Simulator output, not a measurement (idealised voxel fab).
The following is a process module called voxel transistor to metal.
For reference, the cross-section in this document is cut, with width 200 nm and square cells of 5 nm.
We lay out every cross-section as a grid of square cells and spell it out in bands from the top down, where one band means one or more rows of cells. This entry defines a band. It first specifies the height of the band's top and the height of its bottom in nm, and then specifies the band's materials from left to right, stating each material with its width in nm. The word "edge to edge" identifies a single material that fills the band from edge to edge, while the word "air" identifies empty space. For the purposes of this specification, 0 denotes the height below which the wafer in its as-received condition is composed wholly of one material, and the lowermost band, lacking a lower limit, extends downward without end, as expressed in "0 and below". Note: "30 to 40" means the width goes from the first number (top row of the band) to the second number (bottom row) in equal steps per row of cells. The designation "nothing altered", where it is given for a processing step, indicates that no cell of the cross-section was altered in the course of that step. "Closed void register" lists enclosed empty spaces (at least 8 cells, no open path upward to the top), each as width x height at distance from the left edge, in nm. Text after the settings on a step's line: the simulator's own remark on that step. If you see "overlay nm" on a step's line and that step has a mask, it's telling you how far right of where it was planned the mask ended up; a negative number means it went left instead. Pairs from here to the end. Each: cross-section before one process step, cross-section after it, the latter only as far down as the lowest band that changed. Under each: the step between, and its settings. Mind that the pairs may be taken from different runs of this module on the same starting wafer; whether a pair continues from the pair above depends on its entry headed "Preceding state", and it does only where that entry says so.

Preceding state:
* 60 down to 45 = SiO2 edge to edge
* 45 down to 30 = 85 of SiO2, then 5 of SiN, then 5 of SiO2, then 25 of SiCN, then 5 of SiO2, then 5 of SiN, then 70 of SiO2
* 30 down to 15 = 85 of SiO2, then 5 of SiN, then 5 of SiO2, then 25 of polySi, then 5 of SiO2, then 5 of SiN, then 70 of SiO2
* 15 down to 10 = 65 of SiO2, then 20 of SiGe, then 5 of SiN, then 5 of SiO2, then 25 of polySi, then 5 of SiO2, then 5 of SiN, then 20 of SiGe, then 50 of SiO2
* 10 down to 0 = 35 of SiO2, then 5 of SiN, then 25 of SiO2, then 20 of SiGe, then 5 of SiN, then 5 of SiO2, then 25 of polySi, then 5 of SiO2, then 5 of SiN, then 20 of SiGe, then 5 of SiO2, then 5 of SiN, then 40 of SiO2
* 0 down to -5 = 40 of SiO2, then 45 of SiGe, then 45 of SiO2, then 25 of SiGe, then 45 of SiO2
* -5 down to -20 = 40 of SiO2, then 45 of SiGe, then 45 of Si, then 25 of SiGe, then 45 of SiO2
* -20 down to -30 = 40 of SiO2, then 115 of Si, then 45 of SiO2
* -30 and below = Si edge to edge
* Closed void register: none

After the Step:
* 60 down to 45 = 45 of SiO2, then 20 of air, then 65 of SiO2, then 20 of air, then 50 of SiO2
* 45 down to 30 = 45 of SiO2, then 20 of air, then 20 of SiO2, then 5 of SiN, then 5 of SiO2, then 25 of SiCN, then 5 of SiO2, then 5 of SiN, then 20 of air, then 50 of SiO2
* 30 down to 15 = 45 of SiO2, then 20 of air, then 20 of SiO2, then 5 of SiN, then 5 of SiO2, then 25 of polySi, then 5 of SiO2, then 5 of SiN, then 20 of air, then 50 of SiO2
* 15 down to 10 = 45 of SiO2, then 20 of air, then 20 of SiGe, then 5 of SiN, then 5 of SiO2, then 25 of polySi, then 5 of SiO2, then 5 of SiN, then 20 of SiGe, then 50 of SiO2
* 10 down to 0 = 35 of SiO2, then 5 of SiN, then 5 of SiO2, then 20 of air, then 20 of SiGe, then 5 of SiN, then 5 of SiO2, then 25 of polySi, then 5 of SiO2, then 5 of SiN, then 20 of SiGe, then 5 of SiO2, then 5 of SiN, then 40 of SiO2
* Whatever lies below 0 is exactly as it was before.
* Closed void register: none
Process step bridging the above cross-sections: MASKED_ETCH | tone open | mask id CONTACT | width nm 20 | pitch nm 85 | etch materials SiO2 | depth nm 60 | overlay nm 0

Preceding state: as in the pair right above, post-step view.

After the Step:
* 65 down to 60 = 50 of TiN, then 10 of air, then 75 of TiN, then 10 of air, then 55 of TiN
* 60 down to 45 = 45 of SiO2, then 5 of TiN, then 10 of air, then 5 of TiN, then 65 of SiO2, then 5 of TiN, then 10 of air, then 5 of TiN, then 50 of SiO2
* 45 down to 30 = 45 of SiO2, then 5 of TiN, then 10 of air, then 5 of TiN, then 20 of SiO2, then 5 of SiN, then 5 of SiO2, then 25 of SiCN, then 5 of SiO2, then 5 of SiN, then 5 of TiN, then 10 of air, then 5 of TiN, then 50 of SiO2
* 30 down to 20 = 45 of SiO2, then 5 of TiN, then 10 of air, then 5 of TiN, then 20 of SiO2, then 5 of SiN, then 5 of SiO2, then 25 of polySi, then 5 of SiO2, then 5 of SiN, then 5 of TiN, then 10 of air, then 5 of TiN, then 50 of SiO2
* 20 down to 15 = 45 of SiO2, then 5 of TiN, then 10 of air, then 5 of TiN, then 20 of SiO2, then 5 of SiN, then 5 of SiO2, then 25 of polySi, then 5 of SiO2, then 5 of SiN, then 20 of TiN, then 50 of SiO2
* 15 down to 10 = 45 of SiO2, then 5 of TiN, then 10 of air, then 5 of TiN, then 20 of SiGe, then 5 of SiN, then 5 of SiO2, then 25 of polySi, then 5 of SiO2, then 5 of SiN, then 20 of SiGe, then 50 of SiO2
* 10 down to 5 = 35 of SiO2, then 5 of SiN, then 5 of SiO2, then 5 of TiN, then 10 of air, then 5 of TiN, then 20 of SiGe, then 5 of SiN, then 5 of SiO2, then 25 of polySi, then 5 of SiO2, then 5 of SiN, then 20 of SiGe, then 5 of SiO2, then 5 of SiN, then 40 of SiO2
* 5 down to 0 = 35 of SiO2, then 5 of SiN, then 5 of SiO2, then 20 of TiN, then 20 of SiGe, then 5 of SiN, then 5 of SiO2, then 25 of polySi, then 5 of SiO2, then 5 of SiN, then 20 of SiGe, then 5 of SiO2, then 5 of SiN, then 40 of SiO2
* Whatever lies below 0 is exactly as it was before.
* Closed void register: none
Process step bridging the above cross-sections: CONFORMAL_DEP | material TiN | thk nm 5

Preceding state: as in the pair right above, post-step view.

After the Step:
* 75 down to 65 = Ru edge to edge
* 65 down to 60 = 50 of TiN, then 10 of Ru, then 75 of TiN, then 10 of Ru, then 55 of TiN
* 60 down to 45 = 45 of SiO2, then 5 of TiN, then 10 of Ru, then 5 of TiN, then 65 of SiO2, then 5 of TiN, then 10 of Ru, then 5 of TiN, then 50 of SiO2
* 45 down to 30 = 45 of SiO2, then 5 of TiN, then 10 of Ru, then 5 of TiN, then 20 of SiO2, then 5 of SiN, then 5 of SiO2, then 25 of SiCN, then 5 of SiO2, then 5 of SiN, then 5 of TiN, then 10 of Ru, then 5 of TiN, then 50 of SiO2
* 30 down to 20 = 45 of SiO2, then 5 of TiN, then 10 of Ru, then 5 of TiN, then 20 of SiO2, then 5 of SiN, then 5 of SiO2, then 25 of polySi, then 5 of SiO2, then 5 of SiN, then 5 of TiN, then 10 of Ru, then 5 of TiN, then 50 of SiO2
* 20 down to 15 = 45 of SiO2, then 5 of TiN, then 10 of Ru, then 5 of TiN, then 20 of SiO2, then 5 of SiN, then 5 of SiO2, then 25 of polySi, then 5 of SiO2, then 5 of SiN, then 20 of TiN, then 50 of SiO2
* 15 down to 10 = 45 of SiO2, then 5 of TiN, then 10 of Ru, then 5 of TiN, then 20 of SiGe, then 5 of SiN, then 5 of SiO2, then 25 of polySi, then 5 of SiO2, then 5 of SiN, then 20 of SiGe, then 50 of SiO2
* 10 down to 5 = 35 of SiO2, then 5 of SiN, then 5 of SiO2, then 5 of TiN, then 10 of Ru, then 5 of TiN, then 20 of SiGe, then 5 of SiN, then 5 of SiO2, then 25 of polySi, then 5 of SiO2, then 5 of SiN, then 20 of SiGe, then 5 of SiO2, then 5 of SiN, then 40 of SiO2
* Whatever lies below 5 is exactly as it was before.
* Closed void register: none
Process step bridging the above cross-sections: FILL_DEP | material Ru | thk nm 10

Preceding state: as in the pair right above, post-step view.

After the Step:
* 60 down to 45 = 45 of SiO2, then 5 of TiN, then 10 of Ru, then 5 of TiN, then 65 of SiO2, then 5 of TiN, then 10 of Ru, then 5 of TiN, then 50 of SiO2
* Whatever lies below 45 is exactly as it was before.
* Closed void register: none
Process step bridging the above cross-sections: CMP | height nm 60

Preceding state: as in the pair right above, post-step view.

After the Step:
* 65 down to 60 = SiCN edge to edge
* Whatever lies below 60 is exactly as it was before.
* Closed void register: none
Process step bridging the above cross-sections: CONFORMAL_DEP | material SiCN | thk nm 5

Preceding state: as in the pair right above, post-step view.

After the Step:
* 90 down to 65 = SiO2 edge to edge
* Whatever lies below 65 is exactly as it was before.
* Closed void register: none
Process step bridging the above cross-sections: DIRECTIONAL_DEP | material SiO2 | thk nm 25

Preceding state: as in the pair right above, post-step view.

After the Step:
* 105 down to 90 = aC edge to edge
* Whatever lies below 90 is exactly as it was before.
* Closed void register: none
Process step bridging the above cross-sections: DIRECTIONAL_DEP | material aC | thk nm 15

Preceding state: as in the pair right above, post-step view.

After the Step:
* 135 down to 105 = 45 of resist, then 20 of air, then 65 of resist, then 20 of air, then 50 of resist
* Whatever lies below 105 is exactly as it was before.
* Closed void register: none
Process step bridging the above cross-sections: PATTERN | tone open | mask id METAL_1 | material resist | width nm 20 | pitch nm 85 | thk nm 30 | overlay nm 0

Preceding state: as in the pair right above, post-step view.

After the Step:
* 120 down to 105 = 45 of resist, then 20 of air, then 65 of resist, then 20 of air, then 50 of resist
* 105 down to 90 = 45 of aC, then 20 of air, then 65 of aC, then 20 of air, then 50 of aC
* Whatever lies below 90 is exactly as it was before.
* Closed void register: none
Process step bridging the above cross-sections: DIRECTIONAL_ETCH | etch materials aC | depth nm 15

Preceding state: as in the pair right above, post-step view.

After the Step:
* 105 down to 90 = 45 of aC, then 20 of air, then 65 of aC, then 20 of air, then 50 of aC
* Whatever lies below 90 is exactly as it was before.
* Closed void register: none
Process step bridging the above cross-sections: STRIP | etch materials resist

Preceding state: as in the pair right above, post-step view.

After the Step:
* 105 down to 90 = 45 of aC, then 20 of air, then 65 of aC, then 20 of air, then 50 of aC
* 90 down to 65 = 45 of SiO2, then 20 of air, then 65 of SiO2, then 20 of air, then 50 of SiO2
* Whatever lies below 65 is exactly as it was before.
* Closed void register: none
Process step bridging the above cross-sections: DIRECTIONAL_ETCH | etch materials SiO2 | depth nm 25

Preceding state: as in the pair right above, post-step view.

After the Step:
* 105 down to 90 = 45 of aC, then 20 of air, then 65 of aC, then 20 of air, then 50 of aC
* 90 down to 65 = 45 of SiO2, then 20 of air, then 65 of SiO2, then 20 of air, then 50 of SiO2
* 65 down to 60 = 45 of SiCN, then 20 of air, then 65 of SiCN, then 20 of air, then 50 of SiCN
* Whatever lies below 60 is exactly as it was before.
* Closed void register: none
Process step bridging the above cross-sections: DIRECTIONAL_ETCH | etch materials SiCN | depth nm 5

Preceding state: as in the pair right above, post-step view.

After the Step:
* 90 down to 65 = 45 of SiO2, then 20 of air, then 65 of SiO2, then 20 of air, then 50 of SiO2
* Whatever lies below 65 is exactly as it was before.
* Closed void register: none
Process step bridging the above cross-sections: STRIP | etch materials aC

Preceding state: as in the pair right above, post-step view.

After the Step:
* 95 down to 90 = 50 of TiN, then 10 of air, then 75 of TiN, then 10 of air, then 55 of TiN
* 90 down to 65 = 45 of SiO2, then 5 of TiN, then 10 of air, then 5 of TiN, then 65 of SiO2, then 5 of TiN, then 10 of air, then 5 of TiN, then 50 of SiO2
* 65 down to 60 = 45 of SiCN, then 20 of TiN, then 65 of SiCN, then 20 of TiN, then 50 of SiCN
* Whatever lies below 60 is exactly as it was before.
* Closed void register: none
Process step bridging the above cross-sections: CONFORMAL_DEP | material TiN | thk nm 5

Preceding state: as in the pair right above, post-step view.

After the Step:
* 105 down to 95 = Ru edge to edge
* 95 down to 90 = 50 of TiN, then 10 of Ru, then 75 of TiN, then 10 of Ru, then 55 of TiN
* 90 down to 65 = 45 of SiO2, then 5 of TiN, then 10 of Ru, then 5 of TiN, then 65 of SiO2, then 5 of TiN, then 10 of Ru, then 5 of TiN, then 50 of SiO2
* Whatever lies below 65 is exactly as it was before.
* Closed void register: none
Process step bridging the above cross-sections: FILL_DEP | material Ru | thk nm 10

Preceding state: as in the pair right above, post-step view.

After the Step:
* 90 down to 65 = 45 of SiO2, then 5 of TiN, then 10 of Ru, then 5 of TiN, then 65 of SiO2, then 5 of TiN, then 10 of Ru, then 5 of TiN, then 50 of SiO2
* Whatever lies below 65 is exactly as it was before.
* Closed void register: none
Process step bridging the above cross-sections: CMP | height nm 90

Preceding state: as in the pair right above, post-step view.

After the Step:
* 95 down to 90 = SiCN edge to edge
* Whatever lies below 90 is exactly as it was before.
* Closed void register: none
Process step bridging the above cross-sections: CONFORMAL_DEP | material SiCN | thk nm 5

Preceding state:
* 40 down to 30 = 30 of polySi, then 135 of air, then 35 of polySi
* 30 down to 10 = polySi edge to edge
* 10 down to 0 = 30 of SiO2, then 135 of polySi, then 35 of SiO2
* 0 down to -5 = SiO2 edge to edge
* -5 down to -30 = 40 of SiO2, then 115 of Si, then 45 of SiO2
* -30 and below = Si edge to edge
* Closed void register: none

After the Step:
* 55 down to 45 = 30 of SiN, then 135 of air, then 35 of SiN
* 45 down to 40 = SiN edge to edge
* 40 down to 30 = 30 of polySi, then 135 of SiN, then 35 of polySi
* Whatever lies below 30 is exactly as it was before.
* Closed void register: none
Process step bridging the above cross-sections: DIRECTIONAL_DEP | material SiN | thk nm 15

Preceding state: as in the pair right above, post-step view.

After the Step:
* 70 down to 55 = 85 of air, then 25 of resist, then 90 of air
* 55 down to 45 = 30 of SiN, then 55 of air, then 25 of resist, then 55 of air, then 35 of SiN
* Whatever lies below 45 is exactly as it was before.
* Closed void register: none
Process step bridging the above cross-sections: PATTERN | tone cover | mask id GATE | material resist | width nm 25 | thk nm 15 | overlay nm 0

Preceding state: as in the pair right above, post-step view.

After the Step:
* 55 down to 45 = 30 of SiN, then 135 of air, then 35 of SiN
* Whatever lies below 45 is exactly as it was before.
* Closed void register: none
Process step bridging the above cross-sections: STRIP | etch materials resist

Preceding state: as in the pair right above, post-step view.

After the Step:
* 60 down to 55 = 35 of SiO2, then 125 of air, then 40 of SiO2
* 55 down to 50 = 30 of SiN, then 5 of SiO2, then 125 of air, then 5 of SiO2, then 35 of SiN
* 50 down to 45 = 30 of SiN, then 135 of SiO2, then 35 of SiN
* Whatever lies below 45 is exactly as it was before.
* Closed void register: none
Process step bridging the above cross-sections: CONFORMAL_DEP | material SiO2 | thk nm 5

Preceding state: as in the pair right above, post-step view.

After the Step:
* 55 down to 45 = 30 of SiN, then 5 of SiO2, then 125 of air, then 5 of SiO2, then 35 of SiN
* Whatever lies below 45 is exactly as it was before.
* Closed void register: none
Process step bridging the above cross-sections: DIRECTIONAL_ETCH | etch materials SiO2 | depth nm 5

Preceding state: as in the pair right above, post-step view.

After the Step:
* 60 down to 55 = 40 of SiN, then 115 of air, then 45 of SiN
* 55 down to 50 = 30 of SiN, then 5 of SiO2, then 5 of SiN, then 115 of air, then 5 of SiN, then 5 of SiO2, then 35 of SiN
* 50 down to 45 = 30 of SiN, then 5 of SiO2, then 125 of SiN, then 5 of SiO2, then 35 of SiN
* Whatever lies below 45 is exactly as it was before.
* Closed void register: none
Process step bridging the above cross-sections: CONFORMAL_DEP | material SiN | thk nm 5

Preceding state: as in the pair right above, post-step view.

After the Step:
* 55 down to 45 = 30 of SiN, then 5 of SiO2, then 5 of SiN, then 115 of air, then 5 of SiN, then 5 of SiO2, then 35 of SiN
* Whatever lies below 45 is exactly as it was before.
* Closed void register: none
Process step bridging the above cross-sections: DIRECTIONAL_ETCH | etch materials SiN | depth nm 5

Preceding state: as in the pair right above, post-step view.

After the Step:
* 55 down to 50 = 30 of SiN, then 5 of air, then 5 of SiN, then 115 of air, then 5 of SiN, then 5 of air, then 35 of SiN
* Whatever lies below 50 is exactly as it was before.
* Closed void register: none
Process step bridging the above cross-sections: DIRECTIONAL_ETCH | etch materials SiO2 | depth nm 5

Preceding state: as in the pair right above, post-step view.

After the Step:
* 65 down to 55 = SiO2 edge to edge
* 55 down to 45 = 30 of SiN, then 5 of SiO2, then 5 of SiN, then 115 of SiO2, then 5 of SiN, then 5 of SiO2, then 35 of SiN
* Whatever lies below 45 is exactly as it was before.
* Closed void register: none
Process step bridging the above cross-sections: FILL_DEP | material SiO2 | thk nm 10

Preceding state: as in the pair right above, post-step view.

After the Step:
* 45 down to 40 = SiN edge to edge
* Whatever lies below 40 is exactly as it was before.
* Closed void register: none
Process step bridging the above cross-sections: CMP | height nm 45

Preceding state: as in the pair right above, post-step view.

After the Step:
* 60 down to 45 = SiO2 edge to edge
* Whatever lies below 45 is exactly as it was before.
* Closed void register: none
Process step bridging the above cross-sections: DIRECTIONAL_DEP | material SiO2 | thk nm 15

Preceding state: as in the pair right above, post-step view.

After the Step:
* 60 down to 45 = 45 of SiO2, then 20 of air, then 65 of SiO2, then 20 of air, then 50 of SiO2
* Whatever lies below 45 is exactly as it was before.
* Closed void register: none
Process step bridging the above cross-sections: MASKED_ETCH | tone open | mask id CONTACT | width nm 20 | pitch nm 85 | etch materials SiO2 | depth nm 60 | overlay nm 0

Preceding state: as in the pair right above, post-step view.

After the Step:
* 65 down to 60 = 50 of TiN, then 10 of air, then 75 of TiN, then 10 of air, then 55 of TiN
* 60 down to 50 = 45 of SiO2, then 5 of TiN, then 10 of air, then 5 of TiN, then 65 of SiO2, then 5 of TiN, then 10 of air, then 5 of TiN, then 50 of SiO2
* 50 down to 45 = 45 of SiO2, then 20 of TiN, then 65 of SiO2, then 20 of TiN, then 50 of SiO2
* Whatever lies below 45 is exactly as it was before.
* Closed void register: none
Process step bridging the above cross-sections: CONFORMAL_DEP | material TiN | thk nm 5

Preceding state: as in the pair right above, post-step view.

After the Step:
* 75 down to 65 = Ru edge to edge
* 65 down to 60 = 50 of TiN, then 10 of Ru, then 75 of TiN, then 10 of Ru, then 55 of TiN
* 60 down to 50 = 45 of SiO2, then 5 of TiN, then 10 of Ru, then 5 of TiN, then 65 of SiO2, then 5 of TiN, then 10 of Ru, then 5 of TiN, then 50 of SiO2
* Whatever lies below 50 is exactly as it was before.
* Closed void register: none
Process step bridging the above cross-sections: FILL_DEP | material Ru | thk nm 10

Preceding state: as in the pair right above, post-step view.

After the Step:
* 60 down to 50 = 45 of SiO2, then 5 of TiN, then 10 of Ru, then 5 of TiN, then 65 of SiO2, then 5 of TiN, then 10 of Ru, then 5 of TiN, then 50 of SiO2
* Whatever lies below 50 is exactly as it was before.
* Closed void register: none
Process step bridging the above cross-sections: CMP | height nm 60

Preceding state: as in the pair right above, post-step view.

After the Step:
* 65 down to 60 = SiCN edge to edge
* Whatever lies below 60 is exactly as it was before.
* Closed void register: none
Process step bridging the above cross-sections: CONFORMAL_DEP | material SiCN | thk nm 5

Preceding state: as in the pair right above, post-step view.

After the Step:
* 90 down to 65 = SiO2 edge to edge
* Whatever lies below 65 is exactly as it was before.
* Closed void register: none
Process step bridging the above cross-sections: DIRECTIONAL_DEP | material SiO2 | thk nm 25

Preceding state: as in the pair right above, post-step view.

After the Step:
* 105 down to 90 = aC edge to edge
* Whatever lies below 90 is exactly as it was before.
* Closed void register: none
Process step bridging the above cross-sections: DIRECTIONAL_DEP | material aC | thk nm 15

Preceding state: as in the pair right above, post-step view.

After the Step:
* 135 down to 105 = 45 of resist, then 20 of air, then 65 of resist, then 20 of air, then 50 of resist
* Whatever lies below 105 is exactly as it was before.
* Closed void register: none
Process step bridging the above cross-sections: PATTERN | tone open | mask id METAL_1 | material resist | width nm 20 | pitch nm 85 | thk nm 30 | overlay nm 0

Preceding state: as in the pair right above, post-step view.

After the Step:
* 120 down to 105 = 45 of resist, then 20 of air, then 65 of resist, then 20 of air, then 50 of resist
* 105 down to 90 = 45 of aC, then 20 of air, then 65 of aC, then 20 of air, then 50 of aC
* Whatever lies below 90 is exactly as it was before.
* Closed void register: none
Process step bridging the above cross-sections: DIRECTIONAL_ETCH | etch materials aC | depth nm 15

Preceding state: as in the pair right above, post-step view.

After the Step:
* 105 down to 90 = 45 of aC, then 20 of air, then 65 of aC, then 20 of air, then 50 of aC
* Whatever lies below 90 is exactly as it was before.
* Closed void register: none
Process step bridging the above cross-sections: STRIP | etch materials resist

Preceding state: as in the pair right above, post-step view.

After the Step:
* 105 down to 90 = 45 of aC, then 20 of air, then 65 of aC, then 20 of air, then 50 of aC
* 90 down to 65 = 45 of SiO2, then 20 of air, then 65 of SiO2, then 20 of air, then 50 of SiO2
* Whatever lies below 65 is exactly as it was before.
* Closed void register: none
Process step bridging the above cross-sections: DIRECTIONAL_ETCH | etch materials SiO2 | depth nm 25

Preceding state: as in the pair right above, post-step view.

After the Step:
* 105 down to 90 = 45 of aC, then 20 of air, then 65 of aC, then 20 of air, then 50 of aC
* 90 down to 65 = 45 of SiO2, then 20 of air, then 65 of SiO2, then 20 of air, then 50 of SiO2
* 65 down to 60 = 45 of SiCN, then 20 of air, then 65 of SiCN, then 20 of air, then 50 of SiCN
* Whatever lies below 60 is exactly as it was before.
* Closed void register: none
Process step bridging the above cross-sections: DIRECTIONAL_ETCH | etch materials SiCN | depth nm 5

Preceding state: as in the pair right above, post-step view.

After the Step:
* 90 down to 65 = 45 of SiO2, then 20 of air, then 65 of SiO2, then 20 of air, then 50 of SiO2
* Whatever lies below 65 is exactly as it was before.
* Closed void register: none
Process step bridging the above cross-sections: STRIP | etch materials aC

Preceding state: as in the pair right above, post-step view.

After the Step:
* 95 down to 90 = 50 of TiN, then 10 of air, then 75 of TiN, then 10 of air, then 55 of TiN
* 90 down to 65 = 45 of SiO2, then 5 of TiN, then 10 of air, then 5 of TiN, then 65 of SiO2, then 5 of TiN, then 10 of air, then 5 of TiN, then 50 of SiO2
* 65 down to 60 = 45 of SiCN, then 20 of TiN, then 65 of SiCN, then 20 of TiN, then 50 of SiCN
* Whatever lies below 60 is exactly as it was before.
* Closed void register: none
Process step bridging the above cross-sections: CONFORMAL_DEP | material TiN | thk nm 5

Preceding state: as in the pair right above, post-step view.

After the Step:
* 105 down to 95 = Ru edge to edge
* 95 down to 90 = 50 of TiN, then 10 of Ru, then 75 of TiN, then 10 of Ru, then 55 of TiN
* 90 down to 65 = 45 of SiO2, then 5 of TiN, then 10 of Ru, then 5 of TiN, then 65 of SiO2, then 5 of TiN, then 10 of Ru, then 5 of TiN, then 50 of SiO2
* Whatever lies below 65 is exactly as it was before.
* Closed void register: none
Process step bridging the above cross-sections: FILL_DEP | material Ru | thk nm 10

Preceding state: as in the pair right above, post-step view.

After the Step:
* 90 down to 65 = 45 of SiO2, then 5 of TiN, then 10 of Ru, then 5 of TiN, then 65 of SiO2, then 5 of TiN, then 10 of Ru, then 5 of TiN, then 50 of SiO2
* Whatever lies below 65 is exactly as it was before.
* Closed void register: none
Process step bridging the above cross-sections: CMP | height nm 90

Preceding state: as in the pair right above, post-step view.

After the Step:
* 95 down to 90 = SiCN edge to edge
* Whatever lies below 90 is exactly as it was before.
* Closed void register: none
Process step bridging the above cross-sections: CONFORMAL_DEP | material SiCN | thk nm 5

Preceding state:
* 35 down to 20 = aC edge to edge
* 20 down to 5 = SiN edge to edge
* 5 down to 0 = SiO2 edge to edge
* 0 and below = Si edge to edge
* Closed void register: none

After the Step:
* 70 down to 35 = 35 of resist, then 125 of air, then 40 of resist
* Whatever lies below 35 is exactly as it was before.
* Closed void register: none
Process step bridging the above cross-sections: PATTERN | tone open | mask id ACTIVE | material resist | width nm 125 | thk nm 35 | overlay nm 0

Preceding state: as in the pair right above, post-step view.

After the Step:
* 55 down to 35 = 35 of resist, then 125 of air, then 40 of resist
* 35 down to 20 = 35 of aC, then 125 of air, then 40 of aC
* Whatever lies below 20 is exactly as it was before.
* Closed void register: none
Process step bridging the above cross-sections: DIRECTIONAL_ETCH | etch materials aC | depth nm 15

Preceding state: as in the pair right above, post-step view.

After the Step:
* 35 down to 20 = 35 of aC, then 125 of air, then 40 of aC
* Whatever lies below 20 is exactly as it was before.
* Closed void register: none
Process step bridging the above cross-sections: STRIP | etch materials resist

Preceding state: as in the pair right above, post-step view.

After the Step:
* 35 down to 20 = 35 of aC, then 125 of air, then 40 of aC
* 20 down to 5 = 35 of SiN, then 125 of air, then 40 of SiN
* Whatever lies below 5 is exactly as it was before.
* Closed void register: none
Process step bridging the above cross-sections: DIRECTIONAL_ETCH | etch materials SiN | depth nm 15

Preceding state: as in the pair right above, post-step view.

After the Step:
* 35 down to 20 = 35 of aC, then 125 of air, then 40 of aC
* 20 down to 5 = 35 of SiN, then 125 of air, then 40 of SiN
* 5 down to 0 = 35 of SiO2, then 125 of air, then 40 of SiO2
* Whatever lies below 0 is exactly as it was before.
* Closed void register: none
Process step bridging the above cross-sections: DIRECTIONAL_ETCH | etch materials SiO2 | depth nm 5

Preceding state: as in the pair right above, post-step view.

After the Step:
* 35 down to 20 = 35 of aC, then 125 of air, then 40 of aC
* 20 down to 5 = 35 of SiN, then 125 of air, then 40 of SiN
* 5 down to 0 = 35 of SiO2, then 125 of air, then 40 of SiO2
* 0 down to -25 = 35 of Si, then 125 of air, then 40 of Si
* Whatever lies below -25 is exactly as it was before.
* Closed void register: none
Process step bridging the above cross-sections: DIRECTIONAL_ETCH | etch materials Si | depth nm 25

Preceding state: as in the pair right above, post-step view.

After the Step:
* 20 down to 5 = 35 of SiN, then 125 of air, then 40 of SiN
* Whatever lies below 5 is exactly as it was before.
* Closed void register: none
Process step bridging the above cross-sections: STRIP | etch materials aC

Preceding state: as in the pair right above, post-step view.

After the Step:
* 20 down to 5 = 35 of SiN, then 125 of air, then 40 of SiN
* 5 down to 0 = 35 of SiO2, then 125 of air, then 40 of SiO2
* 0 down to -25 = 30 of Si, then 5 of SiO2, then 125 of air, then 5 of SiO2, then 35 of Si
* -25 down to -30 = 30 of Si, then 135 of SiO2, then 35 of Si
* Whatever lies below -30 is exactly as it was before.
* Closed void register: none
Process step bridging the above cross-sections: OXIDIZE | depth nm 5

Preceding state: as in the pair right above, post-step view.

After the Step:
* 25 down to 20 = SiO2 edge to edge
* 20 down to 5 = 35 of SiN, then 125 of SiO2, then 40 of SiN
* 5 down to 0 = SiO2 edge to edge
* 0 down to -30 = 30 of Si, then 135 of SiO2, then 35 of Si
* Whatever lies below -30 is exactly as it was before.
* Closed void register: none
Process step bridging the above cross-sections: FILL_DEP | material SiO2 | thk nm 5

Preceding state: as in the pair right above, post-step view.

After the Step:
* 20 down to 5 = 35 of SiN, then 125 of SiO2, then 40 of SiN
* Whatever lies below 5 is exactly as it was before.
* Closed void register: none
Process step bridging the above cross-sections: CMP | height nm 20

Preceding state: as in the pair right above, post-step view.

After the Step:
* 20 down to 15 = 35 of SiN, then 125 of air, then 40 of SiN
* Whatever lies below 15 is exactly as it was before.
* Closed void register: none
Process step bridging the above cross-sections: SELECTIVE_ETCH | etch materials SiO2 | depth nm 5

Preceding state: as in the pair right above, post-step view.

After the Step:
* 15 down to 5 = 35 of air, then 125 of SiO2, then 40 of air
* Whatever lies below 5 is exactly as it was before.
* Closed void register: none
Process step bridging the above cross-sections: STRIP | etch materials SiN

Preceding state: as in the pair right above, post-step view.

After the Step:
* 10 down to 0 = 40 of air, then 115 of SiO2, then 45 of air
* Whatever lies below 0 is exactly as it was before.
* Closed void register: none
Process step bridging the above cross-sections: SELECTIVE_ETCH | etch materials SiO2 | depth nm 5

Preceding state: as in the pair right above, post-step view.

After the Step:
* 10 down to 0 = 40 of air, then 115 of SiO2, then 45 of air
* 0 down to -5 = SiO2 edge to edge
* Whatever lies below -5 is exactly as it was before.
* Closed void register: none
Process step bridging the above cross-sections: OXIDIZE | depth nm 5

Preceding state: as in the pair right above, post-step view.

After the Step:
* 40 down to 30 = 40 of air, then 115 of polySi, then 45 of air
* 30 down to 10 = polySi edge to edge
* 10 down to 0 = 40 of polySi, then 115 of SiO2, then 45 of polySi
* Whatever lies below 0 is exactly as it was before.
* Closed void register: none
Process step bridging the above cross-sections: DIRECTIONAL_DEP | material polySi | thk nm 30

Preceding state: as in the pair right above, post-step view.

After the Step:
* 55 down to 45 = 40 of air, then 115 of SiCN, then 45 of air
* 45 down to 40 = SiCN edge to edge
* 40 down to 30 = 40 of SiCN, then 115 of polySi, then 45 of SiCN
* Whatever lies below 30 is exactly as it was before.
* Closed void register: none
Process step bridging the above cross-sections: DIRECTIONAL_DEP | material SiCN | thk nm 15

Preceding state: as in the pair right above, post-step view.

After the Step:
* 70 down to 55 = 85 of air, then 25 of resist, then 90 of air
* Whatever lies below 55 is exactly as it was before.
* Closed void register: none
Process step bridging the above cross-sections: PATTERN | tone cover | mask id GATE | material resist | width nm 25 | thk nm 15 | overlay nm 0

Preceding state: as in the pair right above, post-step view.

After the Step:
* 70 down to 55 = 85 of air, then 25 of resist, then 90 of air
* 55 down to 40 = 85 of air, then 25 of SiCN, then 90 of air
* 40 down to 30 = 40 of air, then 115 of polySi, then 45 of air
* Whatever lies below 30 is exactly as it was before.
* Closed void register: none
Process step bridging the above cross-sections: DIRECTIONAL_ETCH | etch materials SiCN | depth nm 25

Preceding state: as in the pair right above, post-step view.

After the Step:
* 70 down to 55 = 85 of air, then 25 of resist, then 90 of air
* 55 down to 40 = 85 of air, then 25 of SiCN, then 90 of air
* 40 down to 10 = 85 of air, then 25 of polySi, then 90 of air
* 10 down to 0 = 40 of air, then 115 of SiO2, then 45 of air
* Whatever lies below 0 is exactly as it was before.
* Closed void register: none
Process step bridging the above cross-sections: DIRECTIONAL_ETCH | etch materials polySi | depth nm 40

Preceding state: as in the pair right above, post-step view.

After the Step:
* 55 down to 40 = 85 of air, then 25 of SiCN, then 90 of air
* Whatever lies below 40 is exactly as it was before.
* Closed void register: none
Process step bridging the above cross-sections: STRIP | etch materials resist

Preceding state: as in the pair right above, post-step view.

After the Step:
* 60 down to 55 = 80 of air, then 35 of SiO2, then 85 of air
* 55 down to 40 = 80 of air, then 5 of SiO2, then 25 of SiCN, then 5 of SiO2, then 85 of air
* 40 down to 15 = 80 of air, then 5 of SiO2, then 25 of polySi, then 5 of SiO2, then 85 of air
* 15 down to 10 = 35 of air, then 50 of SiO2, then 25 of polySi, then 50 of SiO2, then 40 of air
* 10 down to 5 = 35 of air, then 125 of SiO2, then 40 of air
* 5 down to -5 = SiO2 edge to edge
* Whatever lies below -5 is exactly as it was before.
* Closed void register: none
Process step bridging the above cross-sections: CONFORMAL_DEP | material SiO2 | thk nm 5
